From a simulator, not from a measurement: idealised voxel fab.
A process module follows: voxel capacitor over wiring.
The cross-section shown here is cut; it is 200 nm wide and divided into square cells measuring 5 nm on a side.
Cross-sections here: square-cell grids, written as top-down lists of bands, a band being one or more rows of cells.
Quick guide to a band line: top height, bottom height (nm) up front; then every material left to right with its width in nm. Only one material and it's marked "everywhere"? Then it fills the band edge to edge. And "blank" just means empty space.
Heights from 0 (as-received wafer is one material below). Bottom band endless downward, as "0 -> down".
The width entry "30->40" should be interpreted row by row: the top row of cells in the band takes the first number, the bottom row takes the second number, and the change between adjacent rows is uniform throughout.
A step reported as "stayed the same" is a step in which no cell of the cross-section changed.
"Voids lacking openings": sealed empty spaces, 8 cells or more, no open way to top, listed width x height at distance, with distance from the left edge and width, height and distance in nm.
It should be noted that, on the line of a given step, the content following the step's settings is a remark produced by the simulator itself with respect to that step.
overlay nm: how far to the right of its planned place the mask lay on this masked step (negative: to the left).
So the way this works: pairs, before and after one process step. The after picture only goes down to the lowest band that actually changed, nothing below. Step and its settings are under each pair. And watch out, pairs might come from different runs of this module, same starting wafer though, so a pair only follows on from the one above if its "Pre-step snapshot" entry tells you so.
Pre-step snapshot:
* 115 -> 100  blank=50 / resist=70 / blank=80
* 100 -> 90  blank=50 / aC=25 / resist=45 / blank=80
* 90 -> 85  blank=40 / TiN=35 / aC=45 / blank=80
* 85 -> 80  blank=40 / HfO2=35 / aC=45 / blank=80
* 80 -> 75  TiN everywhere
* 75 -> 70  HfO2=40 / TiN=35 / HfO2=125
* 70 -> 60  TiN=40 / Ru=35 / TiN=125
* 60 -> 50  lowk=50 / Ru=15 / lowk=135
* 50 -> 45  SiCN=50 / Ru=15 / SiCN=135
* 45 -> 40  SiCN=35 / Ru=35 / SiCN=55 / Ru=35 / SiCN=40
* 40 -> 20  SiO2=40 / TiN=5 / Cu=15 / TiN=5 / SiO2=65 / TiN=5 / Cu=15 / TiN=5 / SiO2=45
* 20 -> 15  SiCN=40 / TiN=25 / SiCN=65 / TiN=25 / SiCN=45
* 15 -> 0  SiO2 everywhere
* 0 -> down  Si everywhere
* Voids lacking openings: none
Structure After Step:
* 100 -> 90  blank=50 / aC=25 / blank=125
* No changes below 90.
* Voids lacking openings: none
The process step separating the two cross-sections depicted above is as follows: op STRIP | etch materials resist
Pre-step snapshot: = after-state of the pair above.
Structure After Step:
* 100 -> 90  blank=50 / aC=25 / blank=125
* 90 -> 85  blank=50 / TiN=25 / aC=45 / blank=80
* 85 -> 80  blank=40 / HfO2=35 / aC=45 / blank=80
* 80 -> 75  blank=40 / TiN=80 / blank=80
* No changes below 75.
* Voids lacking openings: none
The process step separating the two cross-sections depicted above is as follows: op DIRECTIONAL_ETCH | etch materials TiN | depth nm 5
Pre-step snapshot: = after-state of the pair above.
Structure After Step:
* 100 -> 90  blank=50 / aC=25 / blank=125
* 90 -> 85  blank=50 / TiN=25 / aC=45 / blank=80
* 85 -> 80  blank=50 / HfO2=25 / aC=45 / blank=80
* 80 -> 75  blank=40 / TiN=80 / blank=80
* 75 -> 70  blank=40 / TiN=35 / HfO2=45 / blank=80
* No changes below 70.
* Voids lacking openings: none
The process step separating the two cross-sections depicted above is as follows: op DIRECTIONAL_ETCH | etch materials HfO2 | depth nm 5
Pre-step snapshot: = after-state of the pair above.
Structure After Step:
* 90 -> 85  blank=50 / TiN=25 / blank=125
* 85 -> 80  blank=50 / HfO2=25 / blank=125
* No changes below 80.
* Voids lacking openings: none
The process step separating the two cross-sections depicted above is as follows: op STRIP | etch materials aC
Pre-step snapshot: = after-state of the pair above.
Structure After Step:
* 105 -> 90  blank=45 / resist=80 / blank=75
* 90 -> 85  blank=45 / resist=5 / TiN=25 / resist=50 / blank=75
* 85 -> 80  blank=45 / resist=5 / HfO2=25 / resist=50 / blank=75
* 80 -> 75  blank=40 / TiN=80 / resist=5 / blank=75
* 75 -> 70  blank=40 / TiN=35 / HfO2=45 / resist=5 / blank=75
* No changes below 70.
* Voids lacking openings: none
The process step separating the two cross-sections depicted above is as follows: op PATTERN | tone cover | mask id LOWER_PLATE | material resist | width nm 80 | thk nm 15 | overlay nm 0
Pre-step snapshot: = after-state of the pair above.
Structure After Step:
* 105 -> 90  blank=45 / resist=80 / blank=75
* 90 -> 85  blank=45 / resist=5 / TiN=25 / resist=50 / blank=75
* 85 -> 80  blank=45 / resist=5 / HfO2=25 / resist=50 / blank=75
* 80 -> 75  blank=45 / TiN=75 / resist=5 / blank=75
* 75 -> 70  blank=45 / TiN=30 / HfO2=45 / resist=5 / blank=75
* 70 -> 60  blank=40 / Ru=35 / TiN=50 / blank=75
* No changes below 60.
* Voids lacking openings: none
The process step separating the two cross-sections depicted above is as follows: op DIRECTIONAL_ETCH | etch materials TiN | depth nm 10
Pre-step snapshot: = after-state of the pair above.
Structure After Step:
* 90 -> 85  blank=50 / TiN=25 / blank=125
* 85 -> 80  blank=50 / HfO2=25 / blank=125
* 80 -> 75  blank=45 / TiN=75 / blank=80
* 75 -> 70  blank=45 / TiN=30 / HfO2=45 / blank=80
* No changes below 70.
* Voids lacking openings: none
The process step separating the two cross-sections depicted above is as follows: op STRIP | etch materials resist
Pre-step snapshot: = after-state of the pair above.
Structure After Step:
* 110 -> 90  SiO2 everywhere
* 90 -> 85  SiO2=50 / TiN=25 / SiO2=125
* 85 -> 80  SiO2=50 / HfO2=25 / SiO2=125
* 80 -> 75  SiO2=45 / TiN=75 / SiO2=80
* 75 -> 70  SiO2=45 / TiN=30 / HfO2=45 / SiO2=80
* 70 -> 60  SiO2=40 / Ru=35 / TiN=50 / SiO2=75
* No changes below 60.
* Voids lacking openings: none
The process step separating the two cross-sections depicted above is as follows: op FILL_DEP | material SiO2 | thk nm 20
Pre-step snapshot: = after-state of the pair above.
Structure After Step:
* 95 -> 90  SiO2 everywhere
* No changes below 90.
* Voids lacking openings: none
The process step separating the two cross-sections depicted above is as follows: op CMP | height nm 95
Pre-step snapshot: = after-state of the pair above.
Structure After Step:
* 110 -> 95  aC everywhere
* No changes below 95.
* Voids lacking openings: none
The process step separating the two cross-sections depicted above is as follows: op DIRECTIONAL_DEP | material aC | thk nm 15
Pre-step snapshot: = after-state of the pair above.
Structure After Step:
* 140 -> 110  resist=60 / blank=15 / resist=125
* No changes below 110.
* Voids lacking openings: none
The process step separating the two cross-sections depicted above is as follows: op PATTERN | tone open | mask id PLUG_2 | material resist | width nm 15 | thk nm 30 | overlay nm 0
Pre-step snapshot: = after-state of the pair above.
Structure After Step:
* 125 -> 110  resist=60 / blank=15 / resist=125
* 110 -> 95  aC=60 / blank=15 / aC=125
* No changes below 95.
* Voids lacking openings: none
The process step separating the two cross-sections depicted above is as follows: op DIRECTIONAL_ETCH | etch materials aC | depth nm 15
Pre-step snapshot: = after-state of the pair above.
Structure After Step:
* 110 -> 95  aC=60 / blank=15 / aC=125
* No changes below 95.
* Voids lacking openings: none
The process step separating the two cross-sections depicted above is as follows: op STRIP | etch materials resist
Pre-step snapshot: = after-state of the pair above.
Structure After Step:
* 110 -> 95  aC=60 / blank=15 / aC=125
* 95 -> 90  SiO2=60 / blank=15 / SiO2=125
* No changes below 90.
* Voids lacking openings: none
The process step separating the two cross-sections depicted above is as follows: op DIRECTIONAL_ETCH | etch materials SiO2 | depth nm 15
Pre-step snapshot: = after-state of the pair above.
Structure After Step:
* 95 -> 90  SiO2=60 / blank=15 / SiO2=125
* No changes below 90.
* Voids lacking openings: none
The process step separating the two cross-sections depicted above is as follows: op STRIP | etch materials aC
Pre-step snapshot: = after-state of the pair above.
Structure After Step:
* 100 -> 95  TiN=65 / blank=5 / TiN=130
* 95 -> 85  SiO2=60->50 / TiN=15->25 / SiO2=125
* No changes below 85.
* Voids lacking openings: none
The process step separating the two cross-sections depicted above is as follows: op CONFORMAL_DEP | material TiN | thk nm 5
Pre-step snapshot: = after-state of the pair above.
Structure After Step:
* 105 -> 100  Ru everywhere
* 100 -> 95  TiN=65 / Ru=5 / TiN=130
* No changes below 95.
* Voids lacking openings: none
The process step separating the two cross-sections depicted above is as follows: op FILL_DEP | material Ru | thk nm 5
Pre-step snapshot: = after-state of the pair above.
Structure After Step:
* 95 -> 85  SiO2=60->50 / TiN=15->25 / SiO2=125
* No changes below 85.
* Voids lacking openings: none
The process step separating the two cross-sections depicted above is as follows: op CMP | height nm 95
Pre-step snapshot: = after-state of the pair above.
Structure After Step:
* 100 -> 95  SiCN everywhere
* No changes below 95.
* Voids lacking openings: none
The process step separating the two cross-sections depicted above is as follows: op CONFORMAL_DEP | material SiCN | thk nm 5
Pre-step snapshot:
* 0 -> down  Si everywhere
* Voids lacking openings: none
Structure After Step:
* 5 -> 0  SiCN everywhere
* No changes below 0.
* Voids lacking openings: none
The process step separating the two cross-sections depicted above is as follows: op CONFORMAL_DEP | material SiCN | thk nm 5
Pre-step snapshot: = after-state of the pair above.
Structure After Step:
* 20 -> 5  SiO2 everywhere
* No changes below 5.
* Voids lacking openings: none
The process step separating the two cross-sections depicted above is as follows: op CONFORMAL_DEP | material SiO2 | thk nm 15
Pre-step snapshot: = after-state of the pair above.
Structure After Step:
* 40 -> 5  SiO2 everywhere
* No changes below 5.
* Voids lacking openings: none
The process step separating the two cross-sections depicted above is as follows: op DIRECTIONAL_DEP | material SiO2 | thk nm 20
Pre-step snapshot: = after-state of the pair above.
Structure After Step:
* 55 -> 40  aC everywhere
* No changes below 40.
* Voids lacking openings: none
The process step separating the two cross-sections depicted above is as follows: op DIRECTIONAL_DEP | material aC | thk nm 15
Pre-step snapshot: = after-state of the pair above.
Structure After Step:
* 90 -> 55  resist=40 / blank=25 / resist=65 / blank=25 / resist=45
* No changes below 55.
* Voids lacking openings: none
The process step separating the two cross-sections depicted above is as follows: op PATTERN | tone open | mask id METAL_1 | material resist | width nm 25 | pitch nm 90 | thk nm 35 | overlay nm 0
Pre-step snapshot: = after-state of the pair above.
Structure After Step:
* 75 -> 55  resist=40 / blank=25 / resist=65 / blank=25 / resist=45
* 55 -> 40  aC=40 / blank=25 / aC=65 / blank=25 / aC=45
* No changes below 40.
* Voids lacking openings: none
The process step separating the two cross-sections depicted above is as follows: op DIRECTIONAL_ETCH | etch materials aC | depth nm 15
Pre-step snapshot: = after-state of the pair above.
Structure After Step:
* 55 -> 40  aC=40 / blank=25 / aC=65 / blank=25 / aC=45
* No changes below 40.
* Voids lacking openings: none
The process step separating the two cross-sections depicted above is as follows: op STRIP | etch materials resist
Pre-step snapshot: = after-state of the pair above.
Structure After Step:
* 55 -> 40  aC=40 / blank=25 / aC=65 / blank=25 / aC=45
* 40 -> 20  SiO2=40 / blank=25 / SiO2=65 / blank=25 / SiO2=45
* No changes below 20.
* Voids lacking openings: none
The process step separating the two cross-sections depicted above is as follows: op DIRECTIONAL_ETCH | etch materials SiO2 | depth nm 20
Pre-step snapshot: = after-state of the pair above.
Structure After Step:
* 40 -> 20  SiO2=40 / blank=25 / SiO2=65 / blank=25 / SiO2=45
* No changes below 20.
* Voids lacking openings: none
The process step separating the two cross-sections depicted above is as follows: op STRIP | etch materials aC
Pre-step snapshot: = after-state of the pair above.
Structure After Step:
* 45 -> 40  TiN=45 / blank=15 / TiN=75 / blank=15 / TiN=50
* 40 -> 25  SiO2=40 / TiN=5 / blank=15 / TiN=5 / SiO2=65 / TiN=5 / blank=15 / TiN=5 / SiO2=45
* 25 -> 20  SiO2=40 / TiN=25 / SiO2=65 / TiN=25 / SiO2=45
* No changes below 20.
* Voids lacking openings: none
The process step separating the two cross-sections depicted above is as follows: op CONFORMAL_DEP | material TiN | thk nm 5
Pre-step snapshot: = after-state of the pair above.
Structure After Step:
* 55 -> 45  Cu everywhere
* 45 -> 40  TiN=45 / Cu=15 / TiN=75 / Cu=15 / TiN=50
* 40 -> 25  SiO2=40 / TiN=5 / Cu=15 / TiN=5 / SiO2=65 / TiN=5 / Cu=15 / TiN=5 / SiO2=45
* No changes below 25.
* Voids lacking openings: none
The process step separating the two cross-sections depicted above is as follows: op FILL_DEP | material Cu | thk nm 10
Pre-step snapshot: = after-state of the pair above.
Structure After Step:
* 40 -> 25  SiO2=40 / TiN=5 / Cu=15 / TiN=5 / SiO2=65 / TiN=5 / Cu=15 / TiN=5 / SiO2=45
* No changes below 25.
* Voids lacking openings: none
The process step separating the two cross-sections depicted above is as follows: op CMP | height nm 40
Pre-step snapshot: = after-state of the pair above.
Structure After Step:
* 45 -> 40  blank=35 / Ru=35 / blank=55 / Ru=35 / blank=40
* No changes below 40.
* Voids lacking openings: none
The process step separating the two cross-sections depicted above is as follows: op EPI | material Ru | thk nm 5
Pre-step snapshot: = after-state of the pair above.
Structure After Step:
* 50 -> 45  SiCN everywhere
* 45 -> 40  SiCN=35 / Ru=35 / SiCN=55 / Ru=35 / SiCN=40
* No changes below 40.
* Voids lacking openings: none
The process step separating the two cross-sections depicted above is as follows: op FILL_DEP | material SiCN | thk nm 5
Pre-step snapshot: = after-state of the pair above.
Structure After Step:
* 60 -> 50  lowk everywhere
* No changes below 50.
* Voids lacking openings: none
The process step separating the two cross-sections depicted above is as follows: op DIRECTIONAL_DEP | material lowk | thk nm 10
Pre-step snapshot: = after-state of the pair above.
Structure After Step:
* 80 -> 60  resist=50 / blank=15 / resist=135
* No changes below 60.
* Voids lacking openings: none
The process step separating the two cross-sections depicted above is as follows: op PATTERN | tone open | mask id PLUG_1 | material resist | width nm 15 | thk nm 20 | overlay nm 0
Pre-step snapshot: = after-state of the pair above.
Structure After Step:
* 80 -> 60  resist=50 / blank=15 / resist=135
* 60 -> 50  lowk=50 / blank=15 / lowk=135
* No changes below 50.
* Voids lacking openings: none
The process step separating the two cross-sections depicted above is as follows: op DIRECTIONAL_ETCH | etch materials lowk | depth nm 10
Pre-step snapshot: = after-state of the pair above.
Structure After Step:
* 80 -> 60  resist=50 / blank=15 / resist=135
* 60 -> 50  lowk=50 / blank=15 / lowk=135
* 50 -> 45  SiCN=50 / blank=15 / SiCN=135
* No changes below 45.
* Voids lacking openings: none
The process step separating the two cross-sections depicted above is as follows: op DIRECTIONAL_ETCH | etch materials SiCN | depth nm 5
Pre-step snapshot: = after-state of the pair above.
Structure After Step:
* 60 -> 50  lowk=50 / blank=15 / lowk=135
* No changes below 50.
* Voids lacking openings: none
The process step separating the two cross-sections depicted above is as follows: op STRIP | etch materials resist
Pre-step snapshot: = after-state of the pair above.
Structure After Step:
* 60 -> 55  lowk=50 / blank=15 / lowk=135
* 55 -> 50  lowk=50 / Ru=15 / lowk=135
* 50 -> 45  SiCN=50 / Ru=15 / SiCN=135
* No changes below 45.
* Voids lacking openings: none
The process step separating the two cross-sections depicted above is as follows: op EPI | material Ru | thk nm 10
Pre-step snapshot: = after-state of the pair above.
Structure After Step:
* 60 -> 50  lowk=50 / Ru=15 / lowk=135
* No changes below 50.
* Voids lacking openings: none
The process step separating the two cross-sections depicted above is as follows: op EPI | material Ru | thk nm 5
Pre-step snapshot: = after-state of the pair above.
Structure After Step:
* 70 -> 60  TiN everywhere
* No changes below 60.
* Voids lacking openings: none
The process step separating the two cross-sections depicted above is as follows: op DIRECTIONAL_DEP | material TiN | thk nm 10
Pre-step snapshot: = after-state of the pair above.
Structure After Step:
* 75 -> 70  HfO2 everywhere
* No changes below 70.
* Voids lacking openings: none
The process step separating the two cross-sections depicted above is as follows: op DIRECTIONAL_DEP | material HfO2 | thk nm 5
Pre-step snapshot: = after-state of the pair above.
Structure After Step:
* 80 -> 75  TiN everywhere
* No changes below 75.
* Voids lacking openings: none
The process step separating the two cross-sections depicted above is as follows: op DIRECTIONAL_DEP | material TiN | thk nm 5
Pre-step snapshot: = after-state of the pair above.
Structure After Step:
* 90 -> 80  aC everywhere
* No changes below 80.
* Voids lacking openings: none
The process step separating the two cross-sections depicted above is as follows: op DIRECTIONAL_DEP | material aC | thk nm 10
Pre-step snapshot: = after-state of the pair above.
Structure After Step:
* 115 -> 90  blank=50 / resist=70 / blank=80
* No changes below 90.
* Voids lacking openings: none
The process step separating the two cross-sections depicted above is as follows: op PATTERN | tone cover | mask id UPPER_PLATE | material resist | width nm 70 | thk nm 25 | overlay nm 0
Pre-step snapshot: = after-state of the pair above.
Structure After Step:
* 105 -> 90  blank=50 / resist=70 / blank=80
* 90 -> 80  blank=50 / aC=70 / blank=80
* No changes below 80.
* Voids lacking openings: none
The process step separating the two cross-sections depicted above is as follows: op DIRECTIONAL_ETCH | etch materials aC | depth nm 10
Pre-step snapshot: = after-state of the pair above.
Structure After Step:
* 90 -> 80  blank=50 / aC=70 / blank=80
* No changes below 80.
* Voids lacking openings: none
The process step separating the two cross-sections depicted above is as follows: op STRIP | etch materials resist
Pre-step snapshot: = after-state of the pair above.
Structure After Step:
* 90 -> 80  blank=50 / aC=70 / blank=80
* 80 -> 75  blank=50 / TiN=70 / blank=80
* No changes below 75.
* Voids lacking openings: none
The process step separating the two cross-sections depicted above is as follows: op DIRECTIONAL_ETCH | etch materials TiN | depth nm 5
Pre-step snapshot: = after-state of the pair above.
Structure After Step:
* 90 -> 80  blank=50 / aC=70 / blank=80
* 80 -> 75  blank=50 / TiN=70 / blank=80
* 75 -> 70  blank=50 / HfO2=70 / blank=80
* No changes below 70.
* Voids lacking openings: none
The process step separating the two cross-sections depicted above is as follows: op DIRECTIONAL_ETCH | etch materials HfO2 | depth nm 5
Pre-step snapshot: = after-state of the pair above.
Structure After Step:
* 80 -> 75  blank=50 / TiN=70 / blank=80
* No changes below 75.
* Voids lacking openings: none
The process step separating the two cross-sections depicted above is as follows: op STRIP | etch materials aC
Pre-step snapshot: = after-state of the pair above.
Structure After Step:
* 95 -> 80  blank=45 / resist=80 / blank=75
* 80 -> 75  blank=45 / resist=5 / TiN=70 / resist=5 / blank=75
* 75 -> 70  blank=45 / resist=5 / HfO2=70 / resist=5 / blank=75
* No changes below 70.
* Voids lacking openings: none
The process step separating the two cross-sections depicted above is as follows: op PATTERN | tone cover | mask id LOWER_PLATE | material resist | width nm 80 | thk nm 15 | overlay nm 0
Pre-step snapshot: = after-state of the pair above.
Structure After Step:
* 95 -> 80  blank=45 / resist=80 / blank=75
* 80 -> 75  blank=45 / resist=5 / TiN=70 / resist=5 / blank=75
* 75 -> 70  blank=45 / resist=5 / HfO2=70 / resist=5 / blank=75
* 70 -> 60  blank=45 / TiN=80 / blank=75
* No changes below 60.
* Voids lacking openings: none
The process step separating the two cross-sections depicted above is as follows: op DIRECTIONAL_ETCH | etch materials TiN | depth nm 10
Pre-step snapshot: = after-state of the pair above.
Structure After Step:
* 80 -> 75  blank=50 / TiN=70 / blank=80
* 75 -> 70  blank=50 / HfO2=70 / blank=80
* No changes below 70.
* Voids lacking openings: none
The process step separating the two cross-sections depicted above is as follows: op STRIP | etch materials resist
Pre-step snapshot: = after-state of the pair above.
Structure After Step:
* 100 -> 80  SiO2 everywhere
* 80 -> 75  SiO2=50 / TiN=70 / SiO2=80
* 75 -> 70  SiO2=50 / HfO2=70 / SiO2=80
* 70 -> 60  SiO2=45 / TiN=80 / SiO2=75
* No changes below 60.
* Voids lacking openings: none
The process step separating the two cross-sections depicted above is as follows: op FILL_DEP | material SiO2 | thk nm 20
Pre-step snapshot: = after-state of the pair above.
Structure After Step:
* 95 -> 80  SiO2 everywhere
* No changes below 80.
* Voids lacking openings: none
The process step separating the two cross-sections depicted above is as follows: op CMP | height nm 95
Pre-step snapshot: = after-state of the pair above.
Structure After Step:
* 110 -> 95  aC everywhere
* No changes below 95.
* Voids lacking openings: none
The process step separating the two cross-sections depicted above is as follows: op DIRECTIONAL_DEP | material aC | thk nm 15
Pre-step snapshot: = after-state of the pair above.
Structure After Step:
* 140 -> 110  resist=60 / blank=15 / resist=125
* No changes below 110.
* Voids lacking openings: none
The process step separating the two cross-sections depicted above is as follows: op PATTERN | tone open | mask id PLUG_2 | material resist | width nm 15 | thk nm 30 | overlay nm 0
Pre-step snapshot: = after-state of the pair above.
Structure After Step:
* 125 -> 110  resist=60 / blank=15 / resist=125
* 110 -> 95  aC=60 / blank=15 / aC=125
* No changes below 95.
* Voids lacking openings: none
The process step separating the two cross-sections depicted above is as follows: op DIRECTIONAL_ETCH | etch materials aC | depth nm 15
Pre-step snapshot: = after-state of the pair above.
Structure After Step:
* 110 -> 95  aC=60 / blank=15 / aC=125
* No changes below 95.
* Voids lacking openings: none
The process step separating the two cross-sections depicted above is as follows: op STRIP | etch materials resist
Pre-step snapshot: = after-state of the pair above.
Structure After Step:
* 110 -> 95  aC=60 / blank=15 / aC=125
* 95 -> 80  SiO2=60 / blank=15 / SiO2=125
* No changes below 80.
* Voids lacking openings: none
The process step separating the two cross-sections depicted above is as follows: op DIRECTIONAL_ETCH | etch materials SiO2 | depth nm 15
Pre-step snapshot: = after-state of the pair above.
Structure After Step:
* 95 -> 80  SiO2=60 / blank=15 / SiO2=125
* No changes below 80.
* Voids lacking openings: none
The process step separating the two cross-sections depicted above is as follows: op STRIP | etch materials aC
Pre-step snapshot: = after-state of the pair above.
Structure After Step:
* 100 -> 95  TiN=65 / blank=5 / TiN=130
* 95 -> 85  SiO2=60 / TiN=5 / blank=5 / TiN=5 / SiO2=125
* 85 -> 75  SiO2=60->50 / TiN=15->70 / SiO2=125->80
* No changes below 75.
* Voids lacking openings: none
The process step separating the two cross-sections depicted above is as follows: op CONFORMAL_DEP | material TiN | thk nm 5
Pre-step snapshot: = after-state of the pair above.
Structure After Step:
* 105 -> 100  Ru everywhere
* 100 -> 95  TiN=65 / Ru=5 / TiN=130
* 95 -> 85  SiO2=60 / TiN=5 / Ru=5 / TiN=5 / SiO2=125
* No changes below 85.
* Voids lacking openings: none
The process step separating the two cross-sections depicted above is as follows: op FILL_DEP | material Ru | thk nm 5
Pre-step snapshot: = after-state of the pair above.
Structure After Step:
* 95 -> 85  SiO2=60 / TiN=5 / Ru=5 / TiN=5 / SiO2=125
* No changes below 85.
* Voids lacking openings: none
The process step separating the two cross-sections depicted above is as follows: op CMP | height nm 95
Pre-step snapshot: = after-state of the pair above.
Structure After Step:
* 100 -> 95  SiCN everywhere
* No changes below 95.
* Voids lacking openings: none
The process step separating the two cross-sections depicted above is as follows: op CONFORMAL_DEP | material SiCN | thk nm 5
Pre-step snapshot:
* 20 -> 15  SiCN everywhere
* 15 -> 0  SiO2 everywhere
* 0 -> down  Si everywhere
* Voids lacking openings: none
Structure After Step:
* 35 -> 20  SiO2 everywhere
* No changes below 20.
* Voids lacking openings: none
The process step separating the two cross-sections depicted above is as follows: op DIRECTIONAL_DEP | material SiO2 | thk nm 15
Pre-step snapshot: = after-state of the pair above.
Structure After Step:
* 50 -> 35  aC everywhere
* No changes below 35.
* Voids lacking openings: none
The process step separating the two cross-sections depicted above is as follows: op DIRECTIONAL_DEP | material aC | thk nm 15
Pre-step snapshot: = after-state of the pair above.
Structure After Step:
* 85 -> 50  resist=40 / blank=25 / resist=65 / blank=25 / resist=45
* No changes below 50.
* Voids lacking openings: none
The process step separating the two cross-sections depicted above is as follows: op PATTERN | tone open | mask id METAL_1 | material resist | width nm 25 | pitch nm 90 | thk nm 35 | overlay nm 0
Pre-step snapshot: = after-state of the pair above.
Structure After Step:
* 70 -> 50  resist=40 / blank=25 / resist=65 / blank=25 / resist=45
* 50 -> 35  aC=40 / blank=25 / aC=65 / blank=25 / aC=45
* No changes below 35.
* Voids lacking openings: none
The process step separating the two cross-sections depicted above is as follows: op DIRECTIONAL_ETCH | etch materials aC | depth nm 15
Pre-step snapshot: = after-state of the pair above.
Structure After Step:
* 50 -> 35  aC=40 / blank=25 / aC=65 / blank=25 / aC=45
* No changes below 35.
* Voids lacking openings: none
The process step separating the two cross-sections depicted above is as follows: op STRIP | etch materials resist
Pre-step snapshot: = after-state of the pair above.
Structure After Step:
* 50 -> 35  aC=40 / blank=25 / aC=65 / blank=25 / aC=45
* 35 -> 20  SiO2=40 / blank=25 / SiO2=65 / blank=25 / SiO2=45
* No changes below 20.
* Voids lacking openings: none
The process step separating the two cross-sections depicted above is as follows: op DIRECTIONAL_ETCH | etch materials SiO2 | depth nm 20
Pre-step snapshot: = after-state of the pair above.
Structure After Step:
* 50 -> 35  aC=40 / blank=25 / aC=65 / blank=25 / aC=45
* 35 -> 20  SiO2=40 / blank=25 / SiO2=65 / blank=25 / SiO2=45
* 20 -> 15  SiCN=40 / blank=25 / SiCN=65 / blank=25 / SiCN=45
* No changes below 15.
* Voids lacking openings: none
The process step separating the two cross-sections depicted above is as follows: op DIRECTIONAL_ETCH | etch materials SiCN | depth nm 5
Pre-step snapshot: = after-state of the pair above.
Structure After Step:
* 35 -> 20  SiO2=40 / blank=25 / SiO2=65 / blank=25 / SiO2=45
* No changes below 20.
* Voids lacking openings: none
The process step separating the two cross-sections depicted above is as follows: op STRIP | etch materials aC
Pre-step snapshot: = after-state of the pair above.
Structure After Step:
* 40 -> 35  TiN=45 / blank=15 / TiN=75 / blank=15 / TiN=50
* 35 -> 20  SiO2=40 / TiN=5 / blank=15 / TiN=5 / SiO2=65 / TiN=5 / blank=15 / TiN=5 / SiO2=45
* 20 -> 15  SiCN=40 / TiN=25 / SiCN=65 / TiN=25 / SiCN=45
* No changes below 15.
* Voids lacking openings: none
The process step separating the two cross-sections depicted above is as follows: op CONFORMAL_DEP | material TiN | thk nm 5
Pre-step snapshot: = after-state of the pair above.
Structure After Step:
* 50 -> 40  Cu everywhere
* 40 -> 35  TiN=45 / Cu=15 / TiN=75 / Cu=15 / TiN=50
* 35 -> 20  SiO2=40 / TiN=5 / Cu=15 / TiN=5 / SiO2=65 / TiN=5 / Cu=15 / TiN=5 / SiO2=45
* No changes below 20.
* Voids lacking openings: none
The process step separating the two cross-sections depicted above is as follows: op FILL_DEP | material Cu | thk nm 10
Pre-step snapshot: = after-state of the pair above.
Structure After Step:
* 40 -> 35  TiN=45 / Cu=15 / TiN=75 / Cu=15 / TiN=50
* No changes below 35.
* Voids lacking openings: none
The process step separating the two cross-sections depicted above is as follows: op CMP | height nm 40
Pre-step snapshot: = after-state of the pair above.
Structure After Step:
* 45 -> 40  Ru everywhere
* No changes below 40.
* Voids lacking openings: none
The process step separating the two cross-sections depicted above is as follows: op EPI | material Ru | thk nm 5
Pre-step snapshot: = after-state of the pair above.
Structure After Step:
* 50 -> 45  SiCN everywhere
* No changes below 45.
* Voids lacking openings: none
The process step separating the two cross-sections depicted above is as follows: op FILL_DEP | material SiCN | thk nm 5
Pre-step snapshot: = after-state of the pair above.
Structure After Step:
* 60 -> 50  lowk everywhere
* No changes below 50.
* Voids lacking openings: none
The process step separating the two cross-sections depicted above is as follows: op DIRECTIONAL_DEP | material lowk | thk nm 10
Pre-step snapshot: = after-state of the pair above.
Structure After Step:
* 80 -> 60  resist=50 / blank=15 / resist=135
* No changes below 60.
* Voids lacking openings: none
The process step separating the two cross-sections depicted above is as follows: op PATTERN | tone open | mask id PLUG_1 | material resist | width nm 15 | thk nm 20 | overlay nm 0
Pre-step snapshot: = after-state of the pair above.
Structure After Step:
* 80 -> 60  resist=50 / blank=15 / resist=135
* 60 -> 50  lowk=50 / blank=15 / lowk=135
* No changes below 50.
* Voids lacking openings: none
The process step separating the two cross-sections depicted above is as follows: op DIRECTIONAL_ETCH | etch materials lowk | depth nm 10
Pre-step snapshot: = after-state of the pair above.
Structure After Step:
* 80 -> 60  resist=50 / blank=15 / resist=135
* 60 -> 50  lowk=50 / blank=15 / lowk=135
* 50 -> 45  SiCN=50 / blank=15 / SiCN=135
* No changes below 45.
* Voids lacking openings: none
The process step separating the two cross-sections depicted above is as follows: op DIRECTIONAL_ETCH | etch materials SiCN | depth nm 5
Pre-step snapshot: = after-state of the pair above.
Structure After Step:
* 60 -> 50  lowk=50 / blank=15 / lowk=135
* No changes below 50.
* Voids lacking openings: none
The process step separating the two cross-sections depicted above is as follows: op STRIP | etch materials resist
Pre-step snapshot: = after-state of the pair above.
Structure After Step:
* 60 -> 55  lowk=50 / blank=15 / lowk=135
* 55 -> 50  lowk=50 / Ru=15 / lowk=135
* 50 -> 45  SiCN=50 / Ru=15 / SiCN=135
* No changes below 45.
* Voids lacking openings: none
The process step separating the two cross-sections depicted above is as follows: op EPI | material Ru | thk nm 10
Pre-step snapshot: = after-state of the pair above.
Structure After Step:
* 60 -> 50  lowk=50 / Ru=15 / lowk=135
* No changes below 50.
* Voids lacking openings: none
The process step separating the two cross-sections depicted above is as follows: op EPI | material Ru | thk nm 5
Pre-step snapshot: = after-state of the pair above.
Structure After Step:
* 70 -> 60  TiN everywhere
* No changes below 60.
* Voids lacking openings: none
The process step separating the two cross-sections depicted above is as follows: op DIRECTIONAL_DEP | material TiN | thk nm 10
Pre-step snapshot: = after-state of the pair above.
Structure After Step:
* 75 -> 70  HfO2 everywhere
* No changes below 70.
* Voids lacking openings: none
The process step separating the two cross-sections depicted above is as follows: op DIRECTIONAL_DEP | material HfO2 | thk nm 5
Pre-step snapshot: = after-state of the pair above.
Structure After Step:
* 80 -> 75  TiN everywhere
* No changes below 75.
* Voids lacking openings: none
The process step separating the two cross-sections depicted above is as follows: op DIRECTIONAL_DEP | material TiN | thk nm 5
Pre-step snapshot: = after-state of the pair above.
Structure After Step:
* 90 -> 80  aC everywhere
* No changes below 80.
* Voids lacking openings: none
The process step separating the two cross-sections depicted above is as follows: op DIRECTIONAL_DEP | material aC | thk nm 10
Pre-step snapshot: = after-state of the pair above.
Structure After Step:
* 115 -> 90  blank=50 / resist=70 / blank=80
* No changes below 90.
* Voids lacking openings: none
The process step separating the two cross-sections depicted above is as follows: op PATTERN | tone cover | mask id UPPER_PLATE | material resist | width nm 70 | thk nm 25 | overlay nm 0
Pre-step snapshot: = after-state of the pair above.
Structure After Step:
* 105 -> 90  blank=50 / resist=70 / blank=80
* 90 -> 80  blank=50 / aC=70 / blank=80
* No changes below 80.
* Voids lacking openings: none
The process step separating the two cross-sections depicted above is as follows: op DIRECTIONAL_ETCH | etch materials aC | depth nm 10
Pre-step snapshot: = after-state of the pair above.
Structure After Step:
* 90 -> 80  blank=50 / aC=70 / blank=80
* No changes below 80.
* Voids lacking openings: none
The process step separating the two cross-sections depicted above is as follows: op STRIP | etch materials resist
Pre-step snapshot: = after-state of the pair above.
Structure After Step:
* 90 -> 80  blank=50 / aC=70 / blank=80
* 80 -> 75  blank=50 / TiN=70 / blank=80
* No changes below 75.
* Voids lacking openings: none
The process step separating the two cross-sections depicted above is as follows: op DIRECTIONAL_ETCH | etch materials TiN | depth nm 5
